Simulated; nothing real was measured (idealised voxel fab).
This is a process module. Its name is voxel wiring stack.
This is section cut - it's 250 nm across, gridded in 5 nm square cells.
A cross-section is a grid of square cells, given in bands from the top down. A band is one or more rows of cells.
Each band's line starts with the height of the band's top and of its bottom, in nm. Then come its materials from left to right, each with its width in nm. One material with "full width" fills the band from edge to edge. "blank" is empty space.
Heights are expressed relative to 0, this being the level below which the as-received wafer comprises one material exclusively. The lowest band is unbounded in the downward direction and is denoted as in "0 -> down".
It should be noted that a width expressed as "30 to 40" varies in equal increments from row to row of cells within the band, taking the value of the first number at the top row and that of the second number at the bottom row.
"nothing different" for a step: no cell of the cross-section changed in that step.
The entry titled "Fully sealed voids" provides the empty spaces that have no open way to the top, restricted to those of 8 cells or more. Each is presented as width x height at distance, the distance being measured from the left edge, with all three in nm.
The remark found on a step's line after its settings is issued by the simulator itself and pertains to that step.
On any step carrying a mask, the "overlay nm" setting, if present on the step's line, tells how far right of its planned place the mask lay; negative values point to the left.
[Below is the list of planned process steps]
1. RECEIVE [material Si]
2. CONFORMAL_DEP [material SiO2] [thk nm 10]
3. CONFORMAL_DEP [material SiN] [thk nm 5]
4. DIRECTIONAL_DEP [material SiO2] [thk nm 20]
5. DIRECTIONAL_DEP [material aC] [thk nm 10]
6. PATTERN [tone open] [mask id METAL_1] [material resist] [width nm 20] [pitch nm 40] [thk nm 25] [overlay nm 0]
7. DIRECTIONAL_ETCH [etch materials aC] [depth nm 10]
8. STRIP [etch materials resist]
9. DIRECTIONAL_ETCH [etch materials SiO2] [depth nm 20]
10. DIRECTIONAL_ETCH [etch materials SiN] [depth nm 5]
11. STRIP [etch materials aC]
12. CONFORMAL_DEP [material TiN] [thk nm 5]
13. FILL_DEP [material Cu] [thk nm 5]
14. CMP [height nm 35]
15. CONFORMAL_DEP [material SiCN] [thk nm 5]
16. DIRECTIONAL_DEP [material lowk] [thk nm 30]
17. MASKED_ETCH [tone open] [mask id METAL_2] [width nm 20] [pitch nm 40] [etch materials lowk] [depth nm 20] [overlay nm 0]
18. PATTERN [tone open] [mask id METAL_2_HOLES] [material resist] [width nm 15] [pitch nm 40] [thk nm 20] [overlay nm 0]
19. DIRECTIONAL_ETCH [etch materials lowk] [depth nm 10]
20. DIRECTIONAL_ETCH [etch materials SiCN] [depth nm 5]
21. STRIP [etch materials resist]
22. CONFORMAL_DEP [material TiN] [thk nm 5]
23. FILL_DEP [material Cu] [thk nm 10]
24. CMP [height nm 70]
25. CONFORMAL_DEP [material SiCN] [thk nm 5]
26. DIRECTIONAL_DEP [material lowk] [thk nm 10]
27. DIRECTIONAL_DEP [material aC] [thk nm 15]
28. PATTERN [tone open] [mask id PLUG_2] [material resist] [width nm 15] [thk nm 35] [overlay nm 0]
29. DIRECTIONAL_ETCH [etch materials aC] [depth nm 15]
30. STRIP [etch materials resist]
31. DIRECTIONAL_ETCH [etch materials lowk] [depth nm 10]
32. DIRECTIONAL_ETCH [etch materials SiCN] [depth nm 5]
33. STRIP [etch materials aC]
34. EPI [material Ru] [thk nm 10]
35. EPI [material Ru] [thk nm 5]
36. CONFORMAL_DEP [material SiCN] [thk nm 5]
37. DIRECTIONAL_DEP [material lowk] [thk nm 20]
38. PATTERN [tone open] [mask id METAL_3] [material resist] [width nm 20] [pitch nm 40] [thk nm 15] [overlay nm 0]
39. DIRECTIONAL_ETCH [etch materials lowk] [depth nm 20]
40. DIRECTIONAL_ETCH [etch materials SiCN] [depth nm 5]
41. STRIP [etch materials resist]
42. CONFORMAL_DEP [material TiN] [thk nm 5]
43. FILL_DEP [material Cu] [thk nm 5]
44. CMP [height nm 110]
45. EPI [material Ru] [thk nm 5]
46. FILL_DEP [material SiCN] [thk nm 5]
47. DIRECTIONAL_DEP [material SiO2] [thk nm 10]
48. DIRECTIONAL_DEP [material aC] [thk nm 10]
49. PATTERN [tone open] [mask id PLUG_3] [material resist] [width nm 15] [pitch nm 40] [thk nm 30] [overlay nm 0]
50. DIRECTIONAL_ETCH [etch materials aC] [depth nm 10]
51. STRIP [etch materials resist]
52. DIRECTIONAL_ETCH [etch materials SiO2] [depth nm 10]
53. DIRECTIONAL_ETCH [etch materials SiCN] [depth nm 5]
54. STRIP [etch materials aC]
55. EPI [material Ru] [thk nm 10]
56. EPI [material Ru] [thk nm 5]
57. CONFORMAL_DEP [material SiN] [thk nm 5]
58. DIRECTIONAL_DEP [material SiO2] [thk nm 15]
59. MASKED_ETCH [tone open] [mask id METAL_4] [width nm 20] [pitch nm 40] [etch materials SiO2] [depth nm 15] [overlay nm 0]
60. MASKED_ETCH [tone open] [mask id METAL_4] [width nm 20] [pitch nm 40] [etch materials SiN] [depth nm 5] [overlay nm 0]
61. CONFORMAL_DEP [material TiN] [thk nm 5]
62. FILL_DEP [material W] [thk nm 10]
63. CMP [height nm 150]
64. EPI [material Ru] [thk nm 5]
65. FILL_DEP [material SiCN] [thk nm 5]
[What follows covers the first of two wafers; it ran as planned]
[So this is the incoming wafer in cross-section - it's already been through step 1]
    0 -> down | Si full width
    Fully sealed voids: none
[How the wafer stands in section after step 2]
    10 -> 0 | SiO2 full width
    Nothing below the height 0 has changed.
[How the wafer stands in section after step 3]
    15 -> 10 | SiN full width
    Nothing below the height 10 has changed.
[How the wafer stands in section after step 4]
    35 -> 15 | SiO2 full width
    Nothing below the height 15 has changed.
[How the wafer stands in section after step 5]
    45 -> 35 | aC full width
    Nothing below the height 35 has changed.
[How the wafer stands in section after step 6]
    70 -> 45 | resist=95 | blank=20 | resist=20 | blank=20 | resist=95
    Nothing below the height 45 has changed.
[How the wafer stands in section after step 7]
    60 -> 45 | resist=95 | blank=20 | resist=20 | blank=20 | resist=95
    45 -> 35 | aC=95 | blank=20 | aC=20 | blank=20 | aC=95
    Nothing below the height 35 has changed.
[How the wafer stands in section after step 8]
    45 -> 35 | aC=95 | blank=20 | aC=20 | blank=20 | aC=95
    Nothing below the height 35 has changed.
[How the wafer stands in section after step 9]
    45 -> 35 | aC=95 | blank=20 | aC=20 | blank=20 | aC=95
    35 -> 15 | SiO2=95 | blank=20 | SiO2=20 | blank=20 | SiO2=95
    Nothing below the height 15 has changed.
[How the wafer stands in section after step 10]
    45 -> 35 | aC=95 | blank=20 | aC=20 | blank=20 | aC=95
    35 -> 15 | SiO2=95 | blank=20 | SiO2=20 | blank=20 | SiO2=95
    15 -> 10 | SiN=95 | blank=20 | SiN=20 | blank=20 | SiN=95
    Nothing below the height 10 has changed.
[How the wafer stands in section after step 11]
    35 -> 15 | SiO2=95 | blank=20 | SiO2=20 | blank=20 | SiO2=95
    Nothing below the height 15 has changed.
[How the wafer stands in section after step 12]
    40 -> 35 | TiN=100 | blank=10 | TiN=30 | blank=10 | TiN=100
    35 -> 15 | SiO2=95 | TiN=5 | blank=10 | TiN=5 | SiO2=20 | TiN=5 | blank=10 | TiN=5 | SiO2=95
    15 -> 10 | SiN=95 | TiN=20 | SiN=20 | TiN=20 | SiN=95
    Nothing below the height 10 has changed.
[How the wafer stands in section after step 13]
    45 -> 40 | Cu full width
    40 -> 35 | TiN=100 | Cu=10 | TiN=30 | Cu=10 | TiN=100
    35 -> 15 | SiO2=95 | TiN=5 | Cu=10 | TiN=5 | SiO2=20 | TiN=5 | Cu=10 | TiN=5 | SiO2=95
    Nothing below the height 15 has changed.
[How the wafer stands in section after step 14]
    35 -> 15 | SiO2=95 | TiN=5 | Cu=10 | TiN=5 | SiO2=20 | TiN=5 | Cu=10 | TiN=5 | SiO2=95
    Nothing below the height 15 has changed.
[How the wafer stands in section after step 15]
    40 -> 35 | SiCN full width
    Nothing below the height 35 has changed.
[How the wafer stands in section after step 16]
    70 -> 40 | lowk full width
    Nothing below the height 40 has changed.
[How the wafer stands in section after step 17]
    70 -> 50 | lowk=95 | blank=20 | lowk=20 | blank=20 | lowk=95
    Nothing below the height 50 has changed.
[How the wafer stands in section after step 18]
    90 -> 70 | resist=95 | blank=15 | resist=25 | blank=15 | resist=100
    70 -> 50 | lowk=95 | blank=15 | resist=5 | lowk=20 | blank=15 | resist=5 | lowk=95
    Nothing below the height 50 has changed.
[How the wafer stands in section after step 19]
    90 -> 70 | resist=95 | blank=15 | resist=25 | blank=15 | resist=100
    70 -> 50 | lowk=95 | blank=15 | resist=5 | lowk=20 | blank=15 | resist=5 | lowk=95
    50 -> 40 | lowk=95 | blank=15 | lowk=25 | blank=15 | lowk=100
    Nothing below the height 40 has changed.
[How the wafer stands in section after step 20]
    90 -> 70 | resist=95 | blank=15 | resist=25 | blank=15 | resist=100
    70 -> 50 | lowk=95 | blank=15 | resist=5 | lowk=20 | blank=15 | resist=5 | lowk=95
    50 -> 40 | lowk=95 | blank=15 | lowk=25 | blank=15 | lowk=100
    40 -> 35 | SiCN=95 | blank=15 | SiCN=25 | blank=15 | SiCN=100
    Nothing below the height 35 has changed.
[How the wafer stands in section after step 21]
    70 -> 50 | lowk=95 | blank=20 | lowk=20 | blank=20 | lowk=95
    Nothing below the height 50 has changed.
[How the wafer stands in section after step 22]
    75 -> 70 | TiN=100 | blank=10 | TiN=30 | blank=10 | TiN=100
    70 -> 55 | lowk=95 | TiN=5 | blank=10 | TiN=5 | lowk=20 | TiN=5 | blank=10 | TiN=5 | lowk=95
    55 -> 50 | lowk=95 | TiN=5 | blank=5 | TiN=10 | lowk=20 | TiN=5 | blank=5 | TiN=10 | lowk=95
    50 -> 40 | lowk=95 | TiN=5 | blank=5 | TiN=5 | lowk=25 | TiN=5 | blank=5 | TiN=5 | lowk=100
    40 -> 35 | SiCN=95 | TiN=15 | SiCN=25 | TiN=15 | SiCN=100
    Nothing below the height 35 has changed.
[How the wafer stands in section after step 23]
    85 -> 75 | Cu full width
    75 -> 70 | TiN=100 | Cu=10 | TiN=30 | Cu=10 | TiN=100
    70 -> 55 | lowk=95 | TiN=5 | Cu=10 | TiN=5 | lowk=20 | TiN=5 | Cu=10 | TiN=5 | lowk=95
    55 -> 50 | lowk=95 | TiN=5 | Cu=5 | TiN=10 | lowk=20 | TiN=5 | Cu=5 | TiN=10 | lowk=95
    50 -> 40 | lowk=95 | TiN=5 | Cu=5 | TiN=5 | lowk=25 | TiN=5 | Cu=5 | TiN=5 | lowk=100
    Nothing below the height 40 has changed.
[How the wafer stands in section after step 24]
    70 -> 55 | lowk=95 | TiN=5 | Cu=10 | TiN=5 | lowk=20 | TiN=5 | Cu=10 | TiN=5 | lowk=95
    Nothing below the height 55 has changed.
[How the wafer stands in section after step 25]
    75 -> 70 | SiCN full width
    Nothing below the height 70 has changed.
[How the wafer stands in section after step 26]
    85 -> 75 | lowk full width
    Nothing below the height 75 has changed.
[How the wafer stands in section after step 27]
    100 -> 85 | aC full width
    Nothing below the height 85 has changed.
[How the wafer stands in section after step 28]
    135 -> 100 | resist=95 | blank=15 | resist=140
    Nothing below the height 100 has changed.
[How the wafer stands in section after step 29]
    120 -> 100 | resist=95 | blank=15 | resist=140
    100 -> 85 | aC=95 | blank=15 | aC=140
    Nothing below the height 85 has changed.
[How the wafer stands in section after step 30]
    100 -> 85 | aC=95 | blank=15 | aC=140
    Nothing below the height 85 has changed.
[How the wafer stands in section after step 31]
    100 -> 85 | aC=95 | blank=15 | aC=140
    85 -> 75 | lowk=95 | blank=15 | lowk=140
    Nothing below the height 75 has changed.
[How the wafer stands in section after step 32]
    100 -> 85 | aC=95 | blank=15 | aC=140
    85 -> 75 | lowk=95 | blank=15 | lowk=140
    75 -> 70 | SiCN=95 | blank=15 | SiCN=140
    Nothing below the height 70 has changed.
[How the wafer stands in section after step 33]
    85 -> 75 | lowk=95 | blank=15 | lowk=140
    Nothing below the height 75 has changed.
[How the wafer stands in section after step 34]
    85 -> 80 | lowk=95 | blank=15 | lowk=140
    80 -> 75 | lowk=95 | Ru=15 | lowk=140
    75 -> 70 | SiCN=95 | Ru=15 | SiCN=140
    Nothing below the height 70 has changed.
[How the wafer stands in section after step 35]
    85 -> 75 | lowk=95 | Ru=15 | lowk=140
    Nothing below the height 75 has changed.
[How the wafer stands in section after step 36]
    90 -> 85 | SiCN full width
    Nothing below the height 85 has changed.
[How the wafer stands in section after step 37]
    110 -> 90 | lowk full width
    Nothing below the height 90 has changed.
[How the wafer stands in section after step 38]
    125 -> 110 | resist=95 | blank=20 | resist=20 | blank=20 | resist=95
    Nothing below the height 110 has changed.
[How the wafer stands in section after step 39]
    125 -> 110 | resist=95 | blank=20 | resist=20 | blank=20 | resist=95
    110 -> 90 | lowk=95 | blank=20 | lowk=20 | blank=20 | lowk=95
    Nothing below the height 90 has changed.
[How the wafer stands in section after step 40]
    125 -> 110 | resist=95 | blank=20 | resist=20 | blank=20 | resist=95
    110 -> 90 | lowk=95 | blank=20 | lowk=20 | blank=20 | lowk=95
    90 -> 85 | SiCN=95 | blank=20 | SiCN=20 | blank=20 | SiCN=95
    Nothing below the height 85 has changed.
[How the wafer stands in section after step 41]
    110 -> 90 | lowk=95 | blank=20 | lowk=20 | blank=20 | lowk=95
    Nothing below the height 90 has changed.
[How the wafer stands in section after step 42]
    115 -> 110 | TiN=100 | blank=10 | TiN=30 | blank=10 | TiN=100
    110 -> 90 | lowk=95 | TiN=5 | blank=10 | TiN=5 | lowk=20 | TiN=5 | blank=10 | TiN=5 | lowk=95
    90 -> 85 | SiCN=95 | TiN=20 | SiCN=20 | TiN=20 | SiCN=95
    Nothing below the height 85 has changed.
[How the wafer stands in section after step 43]
    120 -> 115 | Cu full width
    115 -> 110 | TiN=100 | Cu=10 | TiN=30 | Cu=10 | TiN=100
    110 -> 90 | lowk=95 | TiN=5 | Cu=10 | TiN=5 | lowk=20 | TiN=5 | Cu=10 | TiN=5 | lowk=95
    Nothing below the height 90 has changed.
[How the wafer stands in section after step 44]
    110 -> 90 | lowk=95 | TiN=5 | Cu=10 | TiN=5 | lowk=20 | TiN=5 | Cu=10 | TiN=5 | lowk=95
    Nothing below the height 90 has changed.
[How the wafer stands in section after step 45]
    115 -> 110 | blank=90 | Ru=30 | blank=10 | Ru=30 | blank=90
    Nothing below the height 110 has changed.
[How the wafer stands in section after step 46]
    120 -> 115 | SiCN full width
    115 -> 110 | SiCN=90 | Ru=30 | SiCN=10 | Ru=30 | SiCN=90
    Nothing below the height 110 has changed.
[How the wafer stands in section after step 47]
    130 -> 120 | SiO2 full width
    Nothing below the height 120 has changed.
[How the wafer stands in section after step 48]
    140 -> 130 | aC full width
    Nothing below the height 130 has changed.
[How the wafer stands in section after step 49]
    170 -> 140 | resist=95 | blank=15 | resist=25 | blank=15 | resist=100
    Nothing below the height 140 has changed.
[How the wafer stands in section after step 50]
    160 -> 140 | resist=95 | blank=15 | resist=25 | blank=15 | resist=100
    140 -> 130 | aC=95 | blank=15 | aC=25 | blank=15 | aC=100
    Nothing below the height 130 has changed.
[How the wafer stands in section after step 51]
    140 -> 130 | aC=95 | blank=15 | aC=25 | blank=15 | aC=100
    Nothing below the height 130 has changed.
[How the wafer stands in section after step 52]
    140 -> 130 | aC=95 | blank=15 | aC=25 | blank=15 | aC=100
    130 -> 120 | SiO2=95 | blank=15 | SiO2=25 | blank=15 | SiO2=100
    Nothing below the height 120 has changed.
[How the wafer stands in section after step 53]
    140 -> 130 | aC=95 | blank=15 | aC=25 | blank=15 | aC=100
    130 -> 120 | SiO2=95 | blank=15 | SiO2=25 | blank=15 | SiO2=100
    120 -> 115 | SiCN=95 | blank=15 | SiCN=25 | blank=15 | SiCN=100
    Nothing below the height 115 has changed.
[How the wafer stands in section after step 54]
    130 -> 120 | SiO2=95 | blank=15 | SiO2=25 | blank=15 | SiO2=100
    Nothing below the height 120 has changed.
[How the wafer stands in section after step 55]
    130 -> 125 | SiO2=95 | blank=15 | SiO2=25 | blank=15 | SiO2=100
    125 -> 120 | SiO2=95 | Ru=15 | SiO2=25 | Ru=15 | SiO2=100
    120 -> 110 | SiCN=95 to 90 | Ru=15 to 30 | SiCN=25 to 10 | Ru=15 to 30 | SiCN=100 to 90
    Nothing below the height 110 has changed.
[How the wafer stands in section after step 56]
    130 -> 120 | SiO2=95 | Ru=15 | SiO2=25 | Ru=15 | SiO2=100
    Nothing below the height 120 has changed.
[How the wafer stands in section after step 57]
    135 -> 130 | SiN full width
    Nothing below the height 130 has changed.
[How the wafer stands in section after step 58]
    150 -> 135 | SiO2 full width
    Nothing below the height 135 has changed.
[How the wafer stands in section after step 59]
    150 -> 135 | SiO2=95 | blank=20 | SiO2=20 | blank=20 | SiO2=95
    Nothing below the height 135 has changed.
[How the wafer stands in section after step 60]
    150 -> 135 | SiO2=95 | blank=20 | SiO2=20 | blank=20 | SiO2=95
    135 -> 130 | SiN=95 | blank=20 | SiN=20 | blank=20 | SiN=95
    Nothing below the height 130 has changed.
[How the wafer stands in section after step 61]
    155 -> 150 | TiN=100 | blank=10 | TiN=30 | blank=10 | TiN=100
    150 -> 135 | SiO2=95 | TiN=5 | blank=10 | TiN=5 | SiO2=20 | TiN=5 | blank=10 | TiN=5 | SiO2=95
    135 -> 130 | SiN=95 | TiN=20 | SiN=20 | TiN=20 | SiN=95
    Nothing below the height 130 has changed.
[How the wafer stands in section after step 62]
    165 -> 155 | W full width
    155 -> 150 | TiN=100 | W=10 | TiN=30 | W=10 | TiN=100
    150 -> 135 | SiO2=95 | TiN=5 | W=10 | TiN=5 | SiO2=20 | TiN=5 | W=10 | TiN=5 | SiO2=95
    Nothing below the height 135 has changed.
[How the wafer stands in section after step 63]
    150 -> 135 | SiO2=95 | TiN=5 | W=10 | TiN=5 | SiO2=20 | TiN=5 | W=10 | TiN=5 | SiO2=95
    Nothing below the height 135 has changed.
[How the wafer stands in section after step 64]
    155 -> 150 | blank=90 | Ru=30 | blank=10 | Ru=30 | blank=90
    Nothing below the height 150 has changed.
[How the wafer stands in section after step 65]
    160 -> 155 | SiCN full width
    155 -> 150 | SiCN=90 | Ru=30 | SiCN=10 | Ru=30 | SiCN=90
    Nothing below the height 150 has changed.
[Okay, second wafer. Nothing different at the start, nothing different in the plan, just one mistake somewhere in the running. As far as step 16, counting that step, it's the first wafer all over again]
[Cross-section of the second wafer when, according to plan, step 17 should have finished]
    70 -> 50 | lowk=100 | blank=15 | lowk=25 | blank=15 | lowk=95
    Nothing below the height 50 has changed.
[Cross-section of the second wafer when, according to plan, step 18 should have finished]
    90 -> 70 | resist=95 | blank=15 | resist=25 | blank=15 | resist=100
    70 -> 50 | lowk=100 | blank=10 | resist=5 | lowk=25 | blank=10 | resist=5 | lowk=95
    Nothing below the height 50 has changed.
[Cross-section of the second wafer when, according to plan, step 19 should have finished]
    90 -> 70 | resist=95 | blank=15 | resist=25 | blank=15 | resist=100
    70 -> 60 | lowk=95 | blank=15 | resist=5 | lowk=20 | blank=15 | resist=5 | lowk=95
    60 -> 50 | lowk=100 | blank=10 | resist=5 | lowk=25 | blank=10 | resist=5 | lowk=95
    50 -> 40 | lowk=100 | blank=10 | lowk=30 | blank=10 | lowk=100
    Nothing below the height 40 has changed.
[Cross-section of the second wafer when, according to plan, step 20 should have finished]
    90 -> 70 | resist=95 | blank=15 | resist=25 | blank=15 | resist=100
    70 -> 60 | lowk=95 | blank=15 | resist=5 | lowk=20 | blank=15 | resist=5 | lowk=95
    60 -> 50 | lowk=100 | blank=10 | resist=5 | lowk=25 | blank=10 | resist=5 | lowk=95
    50 -> 40 | lowk=100 | blank=10 | lowk=30 | blank=10 | lowk=100
    40 -> 35 | SiCN=100 | blank=10 | SiCN=30 | blank=10 | SiCN=100
    Nothing below the height 35 has changed.
[Cross-section of the second wafer when, according to plan, step 21 should have finished]
    70 -> 60 | lowk=95 | blank=20 | lowk=20 | blank=20 | lowk=95
    60 -> 50 | lowk=100 | blank=15 | lowk=25 | blank=15 | lowk=95
    Nothing below the height 50 has changed.
[Cross-section of the second wafer when, according to plan, step 22 should have finished]
    75 -> 70 | TiN=100 | blank=10 | TiN=30 | blank=10 | TiN=100
    70 -> 60 | lowk=95 | TiN=5 to 10 | blank=10 to 5 | TiN=5 | lowk=20 | TiN=5 to 10 | blank=10 to 5 | TiN=5 | lowk=95
    60 -> 55 | lowk=100 | TiN=5 | blank=5 | TiN=5 | lowk=25 | TiN=5 | blank=5 | TiN=5 | lowk=95
    55 -> 50 | lowk=100 | TiN=15 | lowk=25 | TiN=15 | lowk=95
    50 -> 40 | lowk=100 | TiN=10 | lowk=30 | TiN=10 | lowk=100
    40 -> 35 | SiCN=100 | TiN=10 | SiCN=30 | TiN=10 | SiCN=100
    Nothing below the height 35 has changed.
[Cross-section of the second wafer when, according to plan, step 23 should have finished]
    85 -> 75 | Cu full width
    75 -> 70 | TiN=100 | Cu=10 | TiN=30 | Cu=10 | TiN=100
    70 -> 60 | lowk=95 | TiN=5 to 10 | Cu=10 to 5 | TiN=5 | lowk=20 | TiN=5 to 10 | Cu=10 to 5 | TiN=5 | lowk=95
    60 -> 55 | lowk=100 | TiN=5 | Cu=5 | TiN=5 | lowk=25 | TiN=5 | Cu=5 | TiN=5 | lowk=95
    Nothing below the height 55 has changed.
[Cross-section of the second wafer when, according to plan, step 24 should have finished]
    70 -> 60 | lowk=95 | TiN=5 to 10 | Cu=10 to 5 | TiN=5 | lowk=20 | TiN=5 to 10 | Cu=10 to 5 | TiN=5 | lowk=95
    Nothing below the height 60 has changed.
[Cross-section of the second wafer when, according to plan, step 25 should have finished]
    75 -> 70 | SiCN full width
    Nothing below the height 70 has changed.
[Cross-section of the second wafer when, according to plan, step 26 should have finished]
    85 -> 75 | lowk full width
    Nothing below the height 75 has changed.
[Cross-section of the second wafer when, according to plan, step 27 should have finished]
    100 -> 85 | aC full width
    Nothing below the height 85 has changed.
[Cross-section of the second wafer when, according to plan, step 28 should have finished]
    135 -> 100 | resist=95 | blank=15 | resist=140
    Nothing below the height 100 has changed.
[Cross-section of the second wafer when, according to plan, step 29 should have finished]
    120 -> 100 | resist=95 | blank=15 | resist=140
    100 -> 85 | aC=95 | blank=15 | aC=140
    Nothing below the height 85 has changed.
[Cross-section of the second wafer when, according to plan, step 30 should have finished]
    100 -> 85 | aC=95 | blank=15 | aC=140
    Nothing below the height 85 has changed.
[Cross-section of the second wafer when, according to plan, step 31 should have finished]
    100 -> 85 | aC=95 | blank=15 | aC=140
    85 -> 75 | lowk=95 | blank=15 | lowk=140
    Nothing below the height 75 has changed.
[Cross-section of the second wafer when, according to plan, step 32 should have finished]
    100 -> 85 | aC=95 | blank=15 | aC=140
    85 -> 75 | lowk=95 | blank=15 | lowk=140
    75 -> 70 | SiCN=95 | blank=15 | SiCN=140
    Nothing below the height 70 has changed.
[Cross-section of the second wafer when, according to plan, step 33 should have finished]
    85 -> 75 | lowk=95 | blank=15 | lowk=140
    Nothing below the height 75 has changed.
[Cross-section of the second wafer when, according to plan, step 34 should have finished]
    85 -> 80 | lowk=95 | blank=15 | lowk=140
    80 -> 75 | lowk=95 | Ru=15 | lowk=140
    75 -> 70 | SiCN=95 | Ru=15 | SiCN=140
    Nothing below the height 70 has changed.
[Cross-section of the second wafer when, according to plan, step 35 should have finished]
    85 -> 75 | lowk=95 | Ru=15 | lowk=140
    Nothing below the height 75 has changed.
[Cross-section of the second wafer when, according to plan, step 36 should have finished]
    90 -> 85 | SiCN full width
    Nothing below the height 85 has changed.
[Cross-section of the second wafer when, according to plan, step 37 should have finished]
    110 -> 90 | lowk full width
    Nothing below the height 90 has changed.
[Cross-section of the second wafer when, according to plan, step 38 should have finished]
    125 -> 110 | resist=95 | blank=20 | resist=20 | blank=20 | resist=95
    Nothing below the height 110 has changed.
[Cross-section of the second wafer when, according to plan, step 39 should have finished]
    125 -> 110 | resist=95 | blank=20 | resist=20 | blank=20 | resist=95
    110 -> 90 | lowk=95 | blank=20 | lowk=20 | blank=20 | lowk=95
    Nothing below the height 90 has changed.
[Cross-section of the second wafer when, according to plan, step 40 should have finished]
    125 -> 110 | resist=95 | blank=20 | resist=20 | blank=20 | resist=95
    110 -> 90 | lowk=95 | blank=20 | lowk=20 | blank=20 | lowk=95
    90 -> 85 | SiCN=95 | blank=20 | SiCN=20 | blank=20 | SiCN=95
    Nothing below the height 85 has changed.
[Cross-section of the second wafer when, according to plan, step 41 should have finished]
    110 -> 90 | lowk=95 | blank=20 | lowk=20 | blank=20 | lowk=95
    Nothing below the height 90 has changed.
[Cross-section of the second wafer when, according to plan, step 42 should have finished]
    115 -> 110 | TiN=100 | blank=10 | TiN=30 | blank=10 | TiN=100
    110 -> 90 | lowk=95 | TiN=5 | blank=10 | TiN=5 | lowk=20 | TiN=5 | blank=10 | TiN=5 | lowk=95
    90 -> 85 | SiCN=95 | TiN=20 | SiCN=20 | TiN=20 | SiCN=95
    Nothing below the height 85 has changed.
[Cross-section of the second wafer when, according to plan, step 43 should have finished]
    120 -> 115 | Cu full width
    115 -> 110 | TiN=100 | Cu=10 | TiN=30 | Cu=10 | TiN=100
    110 -> 90 | lowk=95 | TiN=5 | Cu=10 | TiN=5 | lowk=20 | TiN=5 | Cu=10 | TiN=5 | lowk=95
    Nothing below the height 90 has changed.
[Cross-section of the second wafer when, according to plan, step 44 should have finished]
    110 -> 90 | lowk=95 | TiN=5 | Cu=10 | TiN=5 | lowk=20 | TiN=5 | Cu=10 | TiN=5 | lowk=95
    Nothing below the height 90 has changed.
[Cross-section of the second wafer when, according to plan, step 45 should have finished]
    115 -> 110 | blank=90 | Ru=30 | blank=10 | Ru=30 | blank=90
    Nothing below the height 110 has changed.
[Cross-section of the second wafer when, according to plan, step 46 should have finished]
    120 -> 115 | SiCN full width
    115 -> 110 | SiCN=90 | Ru=30 | SiCN=10 | Ru=30 | SiCN=90
    Nothing below the height 110 has changed.
[Cross-section of the second wafer when, according to plan, step 47 should have finished]
    130 -> 120 | SiO2 full width
    Nothing below the height 120 has changed.
[Cross-section of the second wafer when, according to plan, step 48 should have finished]
    140 -> 130 | aC full width
    Nothing below the height 130 has changed.
[Cross-section of the second wafer when, according to plan, step 49 should have finished]
    170 -> 140 | resist=95 | blank=15 | resist=25 | blank=15 | resist=100
    Nothing below the height 140 has changed.
[Cross-section of the second wafer when, according to plan, step 50 should have finished]
    160 -> 140 | resist=95 | blank=15 | resist=25 | blank=15 | resist=100
    140 -> 130 | aC=95 | blank=15 | aC=25 | blank=15 | aC=100
    Nothing below the height 130 has changed.
[Cross-section of the second wafer when, according to plan, step 51 should have finished]
    140 -> 130 | aC=95 | blank=15 | aC=25 | blank=15 | aC=100
    Nothing below the height 130 has changed.
[Cross-section of the second wafer when, according to plan, step 52 should have finished]
    140 -> 130 | aC=95 | blank=15 | aC=25 | blank=15 | aC=100
    130 -> 120 | SiO2=95 | blank=15 | SiO2=25 | blank=15 | SiO2=100
    Nothing below the height 120 has changed.
[Cross-section of the second wafer when, according to plan, step 53 should have finished]
    140 -> 130 | aC=95 | blank=15 | aC=25 | blank=15 | aC=100
    130 -> 120 | SiO2=95 | blank=15 | SiO2=25 | blank=15 | SiO2=100
    120 -> 115 | SiCN=95 | blank=15 | SiCN=25 | blank=15 | SiCN=100
    Nothing below the height 115 has changed.
[Cross-section of the second wafer when, according to plan, step 54 should have finished]
    130 -> 120 | SiO2=95 | blank=15 | SiO2=25 | blank=15 | SiO2=100
    Nothing below the height 120 has changed.
[Cross-section of the second wafer when, according to plan, step 55 should have finished]
    130 -> 125 | SiO2=95 | blank=15 | SiO2=25 | blank=15 | SiO2=100
    125 -> 120 | SiO2=95 | Ru=15 | SiO2=25 | Ru=15 | SiO2=100
    120 -> 110 | SiCN=95 to 90 | Ru=15 to 30 | SiCN=25 to 10 | Ru=15 to 30 | SiCN=100 to 90
    Nothing below the height 110 has changed.
[Cross-section of the second wafer when, according to plan, step 56 should have finished]
    130 -> 120 | SiO2=95 | Ru=15 | SiO2=25 | Ru=15 | SiO2=100
    Nothing below the height 120 has changed.
[Cross-section of the second wafer when, according to plan, step 57 should have finished]
    135 -> 130 | SiN full width
    Nothing below the height 130 has changed.
[Cross-section of the second wafer when, according to plan, step 58 should have finished]
    150 -> 135 | SiO2 full width
    Nothing below the height 135 has changed.
[Cross-section of the second wafer when, according to plan, step 59 should have finished]
    150 -> 135 | SiO2=95 | blank=20 | SiO2=20 | blank=20 | SiO2=95
    Nothing below the height 135 has changed.
[Cross-section of the second wafer when, according to plan, step 60 should have finished]
    150 -> 135 | SiO2=95 | blank=20 | SiO2=20 | blank=20 | SiO2=95
    135 -> 130 | SiN=95 | blank=20 | SiN=20 | blank=20 | SiN=95
    Nothing below the height 130 has changed.
[Cross-section of the second wafer when, according to plan, step 61 should have finished]
    155 -> 150 | TiN=100 | blank=10 | TiN=30 | blank=10 | TiN=100
    150 -> 135 | SiO2=95 | TiN=5 | blank=10 | TiN=5 | SiO2=20 | TiN=5 | blank=10 | TiN=5 | SiO2=95
    135 -> 130 | SiN=95 | TiN=20 | SiN=20 | TiN=20 | SiN=95
    Nothing below the height 130 has changed.
[Cross-section of the second wafer when, according to plan, step 62 should have finished]
    165 -> 155 | W full width
    155 -> 150 | TiN=100 | W=10 | TiN=30 | W=10 | TiN=100
    150 -> 135 | SiO2=95 | TiN=5 | W=10 | TiN=5 | SiO2=20 | TiN=5 | W=10 | TiN=5 | SiO2=95
    Nothing below the height 135 has changed.
[Cross-section of the second wafer when, according to plan, step 63 should have finished]
    150 -> 135 | SiO2=95 | TiN=5 | W=10 | TiN=5 | SiO2=20 | TiN=5 | W=10 | TiN=5 | SiO2=95
    Nothing below the height 135 has changed.
[Cross-section of the second wafer when, according to plan, step 64 should have finished]
    155 -> 150 | blank=90 | Ru=30 | blank=10 | Ru=30 | blank=90
    Nothing below the height 150 has changed.
[Cross-section of the second wafer when, according to plan, step 65 should have finished]
    160 -> 155 | SiCN full width
    155 -> 150 | SiCN=90 | Ru=30 | SiCN=10 | Ru=30 | SiCN=90
    Nothing below the height 150 has changed.
Where did the run depart from the plan? for step 17, the planned setting was not used; the step was instead run as MASKED_ETCH [tone open] [mask id METAL_2] [width nm 15] [pitch nm 40] [etch materials lowk] [depth nm 20] [overlay nm 0]
Per the end-of-run cell counts, the second wafer holds more or fewer of some materials than the first: Cu -10 | SiCN +2 | lowk +8
